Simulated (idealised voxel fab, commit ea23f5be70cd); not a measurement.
The following process module bears the name voxel fin reveal.
The figure presents cross-section cut, which has a width of 290 nm and is divided into square cells with an edge length of 5 nm.
A cross-section is a grid of square cells, given in bands from the top down. A band is one or more rows of cells.
Band: top and bottom heights (nm) first, top before bottom; then materials from left to right, widths in nm. "throughout" marks a sole material filling the band edge to edge. "empty" denotes empty space.
Height reference: 0 = level under which incoming wafer is all one material. Lowest band: no bottom, runs on downward, e.g. "0 down".
Think of "30 to 40" as a width that walks from the first number to the second as you go down the band, top row to bottom row, taking equal-sized steps from row to row.
The designation "remained the same", where it is given for a processing step, indicates that no cell of the cross-section was altered in the course of that step.
"Fully sealed cavities" enumerates empty spaces isolated from the top, with no open way to it, that contain at least 8 cells, giving each as width x height at distance from the left edge, all three in nm.
Anything after a step's settings on that line? It's the simulator's own note about the step.
A step's line can hold "overlay nm"; with a mask on that step, the setting says how far right of the planned place the mask lay, while a negative setting says it lay to the left.
# Set out below are the planned steps of the process
1,RECEIVE with material Si
2,CONFORMAL_DEP with material SiN, thk nm 5
3,DIRECTIONAL_DEP with material aC, thk nm 15
4,PATTERN with tone cover, mask id FINS, material resist, width nm 15, pitch nm 35, thk nm 30, overlay nm 0
5,DIRECTIONAL_ETCH with etch materials aC, depth nm 15
6,STRIP with etch materials resist
7,DIRECTIONAL_ETCH with etch materials SiN, depth nm 5
8,DIRECTIONAL_ETCH with etch materials Si, depth nm 25
9,STRIP with etch materials aC
10,OXIDIZE with depth nm 5
11,FILL_DEP with material SiO2, thk nm 15
12,CMP with height nm 5
13,SELECTIVE_ETCH with etch materials SiO2, depth nm 25
14,STRIP with etch materials SiN
15,CONFORMAL_DEP with material SiO2, thk nm 5
Every wafer here starts from the same state; it is the step 8 depth nm that distinguishes them, and the value the plan gives belongs to the first wafer.
# Cross-section of the first of several wafers as received (after step 1)
  0 down  Si throughout
  Fully sealed cavities: none
# Cross-section of the first of several wafers, taken after step 15, where the module ends
  5 to 0  empty 85 nm / SiO2 15 nm / empty 20 nm / SiO2 15 nm / empty 20 nm / SiO2 15 nm / empty 20 nm / SiO2 15 nm / empty 85 nm
  0 to -15  empty 85 nm / SiO2 5 nm / Si 5 nm / SiO2 5 nm / empty 20 nm / SiO2 5 nm / Si 5 nm / SiO2 5 nm / empty 20 nm / SiO2 5 nm / Si 5 nm / SiO2 5 nm / empty 20 nm / SiO2 5 nm / Si 5 nm / SiO2 5 nm / empty 85 nm
  -15 to -30  SiO2 90 nm / Si 5 nm / SiO2 30 nm / Si 5 nm / SiO2 30 nm / Si 5 nm / SiO2 30 nm / Si 5 nm / SiO2 90 nm
  -30 down  Si throughout
  Fully sealed cavities: none
# Cross-section, module end, final of several wafers
  5 to 0  empty 85 nm / SiO2 15 nm / empty 20 nm / SiO2 15 nm / empty 20 nm / SiO2 15 nm / empty 20 nm / SiO2 15 nm / empty 85 nm
  0 to -15  empty 85 nm / SiO2 5 nm / Si 5 nm / SiO2 5 nm / empty 20 nm / SiO2 5 nm / Si 5 nm / SiO2 5 nm / empty 20 nm / SiO2 5 nm / Si 5 nm / SiO2 5 nm / empty 20 nm / SiO2 5 nm / Si 5 nm / SiO2 5 nm / empty 85 nm
  -15 to -55  SiO2 90 nm / Si 5 nm / SiO2 30 nm / Si 5 nm / SiO2 30 nm / Si 5 nm / SiO2 30 nm / Si 5 nm / SiO2 90 nm
  -55 down  Si throughout
  Fully sealed cavities: none
# So in this table every wafer gets its own row, and what you see is where it stands at the end of the module: for each material, how many cells it picked up (+) or gave up (-) since we received it, and after that its closed voids
depth nm 25, -324 Si, +198 SiO2, Fully sealed cavities: none
depth nm 30, -378 Si, +252 SiO2, Fully sealed cavities: none
depth nm 35, -432 Si, +306 SiO2, Fully sealed cavities: none
depth nm 40, -486 Si, +360 SiO2, Fully sealed cavities: none
depth nm 45, -540 Si, +414 SiO2, Fully sealed cavities: none
depth nm 50, -594 Si, +468 SiO2, Fully sealed cavities: none
